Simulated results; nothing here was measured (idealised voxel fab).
This section sets out a process module, namely voxel released beams.
Cross-section cut: width 295 nm, square cells of 5 nm.
Each cross-section below is a grid of square cells, stated as bands in top-down order, with one or more rows of cells making up each band. For a band, the entry starts with two heights in nm, that of the top and then that of the bottom, and carries on with the band's materials in order from left to right, each alongside its width in nm; the word "edge to edge" beside a single material means it fills the band edge to edge, and "air" means empty space. Beneath 0, the wafer as received is one material, and that level is where height counting begins. The lowest band goes on downward without a bottom; it is written like "z 0 and below". The two numbers in a width such as "30 to 40" mark its ends across the band: the first belongs to the top row of cells, the second to the bottom row, and from each row to the next the width moves by the same amount. Reading "left unchanged" for a step: not a cell of the cross-section changed in it. Voids not open to the top, 8 cells minimum: see "Voids, enclosed". Written width x height at distance; distance is from the left edge; nm. Text after the settings on a step's line: the simulator's own remark on that step. "overlay nm", when on a step's line for a step with a mask, measures how far to the right of its planned place the mask lay; a negative measure means to the left.
These are the steps we planned for the process
1. RECEIVE, material Si
2. CONFORMAL_DEP, material Al2O3, thk nm 5
3. DIRECTIONAL_DEP, material SiO2, thk nm 10
4. MASKED_ETCH, tone open, mask id ANCHOR, width nm 35, etch materials SiO2, depth nm 10, overlay nm 0
5. CONFORMAL_DEP, material W, thk nm 10
6. MASKED_ETCH, tone cover, mask id BEAM, width nm 105, etch materials W, depth nm 10, overlay nm -15
7. STRIP, etch materials SiO2
The wafers are alike at the start. At step 6, their overlay nm differs. The plan lists the first wafer's value.
first wafer as received, after step 1
- z 0 and below | Si edge to edge
- Voids, enclosed: none
Rows = wafers. At module end, each row lists per material the cells gained (+) or lost (-) since the wafer was received, then the closed voids
overlay nm -15, +59 Al2O3, +50 W, Voids, enclosed: none
overlay nm -10, +59 Al2O3, +50 W, Voids, enclosed: none
overlay nm -5, +59 Al2O3, +50 W, Voids, enclosed: none
overlay nm 0, +59 Al2O3, +50 W, Voids, enclosed: none
overlay nm 5, +59 Al2O3, +50 W, Voids, enclosed: none
overlay nm 10, +59 Al2O3, +50 W, Voids, enclosed: none
overlay nm 15, +59 Al2O3, +50 W, Voids, enclosed: none
